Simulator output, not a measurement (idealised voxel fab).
The document below concerns the process module designated voxel self aligned contacts.
Square cells of 5 nm make up the cross-section cut, whose width is 240 nm.
Just so we're on the same page, the cross-sections are grids of square cells, and they're listed out in bands top to bottom, each band one or more rows deep.
In this notation a band is specified by the heights of its top and bottom, in that order and in nm, after which its materials appear from left to right, each paired with its width in nm. The word "full width" attached to a single material means that material fills the band from edge to edge; the word "air" stands for empty space.
A quick word on heights: they are counted from 0, and under that level the wafer as it came to us is one material throughout. The lowest band is different from the rest in having no bottom; it simply continues downward, written as in "0 and below".
Note: "30..40" means the width goes from the first number (top row of the band) to the second number (bottom row) in equal steps per row of cells.
Step note "no modification" = no cross-section cell changed.
Empty spaces without an open route to the top, at least 8 cells in extent, make up the entry "Sealed internal cavities"; each is given as width x height at distance, where the distance is measured from the left edge, and all are in nm.
Heads up: the bit after the settings on a step's line is the simulator's remark on that step.
What "overlay nm" on a step's line means: if the step has a mask, that mask lay this far to the right of its planned place, or, when the value is negative, to the left.
Process steps - plan
step 1: RECEIVE, material Si
step 2: OXIDIZE, depth nm 5
step 3: DIRECTIONAL_DEP, material polySi, thk nm 20
step 4: DIRECTIONAL_DEP, material SiN, thk nm 15
step 5: PATTERN, tone cover, mask id GATE, material resist, width nm 30, pitch nm 60, thk nm 20, overlay nm 0
step 6: DIRECTIONAL_ETCH, etch materials SiN, depth nm 15
step 7: DIRECTIONAL_ETCH, etch materials polySi, depth nm 20
step 8: STRIP, etch materials resist
step 9: CONFORMAL_DEP, material SiN, thk nm 5
step 10: DIRECTIONAL_ETCH, etch materials SiN, depth nm 5
step 11: FILL_DEP, material SiO2, thk nm 15
step 12: CMP, height nm 40
step 13: PATTERN, tone open, mask id CONTACT, material resist, width nm 40, thk nm 15, overlay nm 0
step 14: DIRECTIONAL_ETCH, etch materials SiO2, depth nm 45
step 15: STRIP, etch materials resist
step 16: CONFORMAL_DEP, material TiN, thk nm 5
step 17: FILL_DEP, material Ru, thk nm 5
step 18: CMP, height nm 40
step 19: CONFORMAL_DEP, material SiCN, thk nm 5
As-received wafer cross-section (after step 1)
- 0 and below | Si full width
- Sealed internal cavities: none
Run as planned - first of the two wafers cross-sectioned at the end of the module
- 45 down to 40 | SiCN full width
- 40 down to 35 | 100 of SiO2, 15 of TiN, 10 of Ru, 15 of TiN, 100 of SiO2
- 35 down to 20 | 70 of SiO2, 40 of SiN, 5 of TiN, 10 of Ru, 5 of TiN, 40 of SiN, 70 of SiO2
- 20 down to 0 | 70 of SiO2, 5 of SiN, 30 of polySi, 5 of SiN, 5 of TiN, 10 of Ru, 5 of TiN, 5 of SiN, 30 of polySi, 5 of SiN, 70 of SiO2
- 0 down to -5 | 110 of SiO2, 20 of TiN, 110 of SiO2
- -5 and below | Si full width
- Sealed internal cavities: none
Cross-sectional image of the second wafer of the two following completion of the module. Starting state and process plan were the same as for the first wafer; one execution error occurred
- 45 down to 40 | SiCN full width
- 40 down to 35 | 65 of Ru, 35 of TiN, 40 of SiO2, 35 of TiN, 65 of Ru
- 35 down to 20 | 65 of Ru, 5 of TiN, 40 of SiN, 20 of SiO2, 40 of SiN, 5 of TiN, 65 of Ru
- 20 down to 0 | 65 of Ru, 5 of TiN, 5 of SiN, 30 of polySi, 5 of SiN, 20 of SiO2, 5 of SiN, 30 of polySi, 5 of SiN, 5 of TiN, 65 of Ru
- 0 down to -5 | 70 of TiN, 100 of SiO2, 70 of TiN
- -5 and below | Si full width
- Sealed internal cavities: none
Here's what went sideways: planned and actual differ for step 13; actual: PATTERN, tone cover, mask id CONTACT, material resist, width nm 40, thk nm 15, overlay nm 0
In the final state, the cell counts of the second wafer exceed or fall short of those of the first for the following materials: 192 more of Ru | 224 fewer of SiO2 | 32 more of TiN
